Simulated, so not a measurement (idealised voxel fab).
The following is a process module called voxel fin reveal.
Section shown: cut. Width: 290 nm. Cell size: 5 nm, square.
In what follows, cross-sections appear as grids of square cells, described through bands that run from the top down, where every band is one or more rows of cells. Each band's line starts with the height of the band's top and of its bottom, in nm. Then come its materials from left to right, each with its width in nm. One material with "edge to edge" fills the band from edge to edge. "air" is empty space. Heads up on the height convention: 0 is the point under which the incoming wafer is all one material, and the lowest band has no bottom, it just keeps going down, like "0..down". Graded width ("30->40"): value in top row of band = first number; value in bottom row = second number; row-to-row change constant. Any step labelled "no change" changed none of the cells in the cross-section. "Fully closed voids": sealed empty spaces, 8 cells or more, no open way to top, listed width x height at distance, with distance from the left edge and width, height and distance in nm. Post-settings text on a step line: simulator's own remark regarding the step. The optional step-line setting "overlay nm" applies to steps with a mask and quantifies how far to the right of its planned location the mask lay, a negative value indicating leftward placement.

-- Steps planned for the process
- 1: op RECEIVE | material Si
- 2: op CONFORMAL_DEP | material SiN | thk nm 10
- 3: op PATTERN | tone cover | mask id FINS | material resist | width nm 15 | pitch nm 40 | thk nm 15 | overlay nm 0
- 4: op DIRECTIONAL_ETCH | etch materials SiN | depth nm 10
- 5: op DIRECTIONAL_ETCH | etch materials Si | depth nm 35
- 6: op STRIP | etch materials resist
- 7: op OXIDIZE | depth nm 5
- 8: op FILL_DEP | material SiO2 | thk nm 5
- 9: op CMP | height nm 10
- 10: op SELECTIVE_ETCH | etch materials SiO2 | depth nm 25
- 11: op STRIP | etch materials SiN
- 12: op CONFORMAL_DEP | material HfO2 | thk nm 5

-- So this is the incoming wafer in cross-section - it's already been through step 1
    0..down: Si edge to edge
    Fully closed voids: none

-- Wafer cross-section at end of module: start and plan as shown above, one execution error
    5..0: 125 of air | 15 of HfO2 | 25 of air | 15 of HfO2 | 110 of air
    0..-10: 125 of air | 5 of HfO2 | 5 of Si | 5 of HfO2 | 25 of air | 5 of HfO2 | 5 of Si | 5 of HfO2 | 110 of air
    -10..-15: 130 of HfO2 | 5 of Si | 35 of HfO2 | 5 of Si | 115 of HfO2
    -15..-40: 130 of SiO2 | 5 of Si | 35 of SiO2 | 5 of Si | 115 of SiO2
    -40..down: Si edge to edge
    Fully closed voids: none
In executing the process, a mistake was made relative to the plan: step 3 ran as: op PATTERN | tone cover | mask id FINS | material resist | width nm 15 | pitch nm 40 | thk nm 15 | overlay nm 10
